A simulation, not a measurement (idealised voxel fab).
process module | voxel ribs on slabs
cross-section cut | 140 nm wide | cells 5 nm
A cross-section is a grid of square cells, given in bands from the top down. A band is one or more rows of cells.
Each band's line starts with the height of the band's top and of its bottom, in nm. Then come its materials from left to right, each with its width in nm. One material with "throughout" fills the band from edge to edge. "air" is empty space.
Height 0 is the level under which the wafer as received is all one material. The lowest band goes on downwards, as in "0 down".
A width such as "30 to 40" changes by the same amount from each row of cells to the next, from the band's top row to its bottom row.
"no change" after a step means that no cell of the cross-section changed.
closed voids: empty space of 8 cells or more with no open way to the top, each as width x height at its distance from the left edge, in nm
after a step's settings: what the simulator itself notes on the step
overlay nm, on a step with a mask: how far to the right of its planned place the mask lay; to the left if negative
plan
1 op RECEIVE | material Si
2 op DIRECTIONAL_DEP | material SiO2 | thk nm 25
3 op DIRECTIONAL_DEP | material polySi | thk nm 15
4 op DIRECTIONAL_DEP | material aC | thk nm 10
5 op PATTERN | tone cover | mask id RIB | material resist | width nm 25 | thk nm 30 | overlay nm 0
6 op DIRECTIONAL_ETCH | etch materials aC | depth nm 10
7 op STRIP | etch materials resist
8 op DIRECTIONAL_ETCH | etch materials polySi | depth nm 10
9 op STRIP | etch materials aC
10 op DIRECTIONAL_DEP | material aC | thk nm 10
11 op PATTERN | tone cover | mask id SLAB | material resist | width nm 65 | thk nm 30 | overlay nm 0
12 op DIRECTIONAL_ETCH | etch materials aC | depth nm 10
13 op STRIP | etch materials resist
14 op DIRECTIONAL_ETCH | etch materials polySi | depth nm 5
15 op STRIP | etch materials aC
16 op FILL_DEP | material SiO2 | thk nm 25
17 op CMP | height nm 60
18 op DIRECTIONAL_DEP | material TiN | thk nm 10
19 op DIRECTIONAL_DEP | material aC | thk nm 10
20 op PATTERN | tone cover | mask id HEATER | material resist | width nm 35 | thk nm 25 | overlay nm 0
21 op DIRECTIONAL_ETCH | etch materials aC | depth nm 10
22 op STRIP | etch materials resist
23 op DIRECTIONAL_ETCH | etch materials TiN | depth nm 10
24 op STRIP | etch materials aC
25 op CONFORMAL_DEP | material SiO2 | thk nm 10
as received, after step 1
  0 down: Si throughout
  closed voids: none
a wafer at the end: this start, this plan, one mistake
  80 to 70: air 40 | SiO2 55 | air 45
  70 to 60: SiO2 50 | TiN 35 | SiO2 55
  60 to 15: SiO2 throughout
  15 to 0: polySi throughout
  0 down: Si throughout
  closed voids: none
what went wrong: steps 2 and 3 were swapped
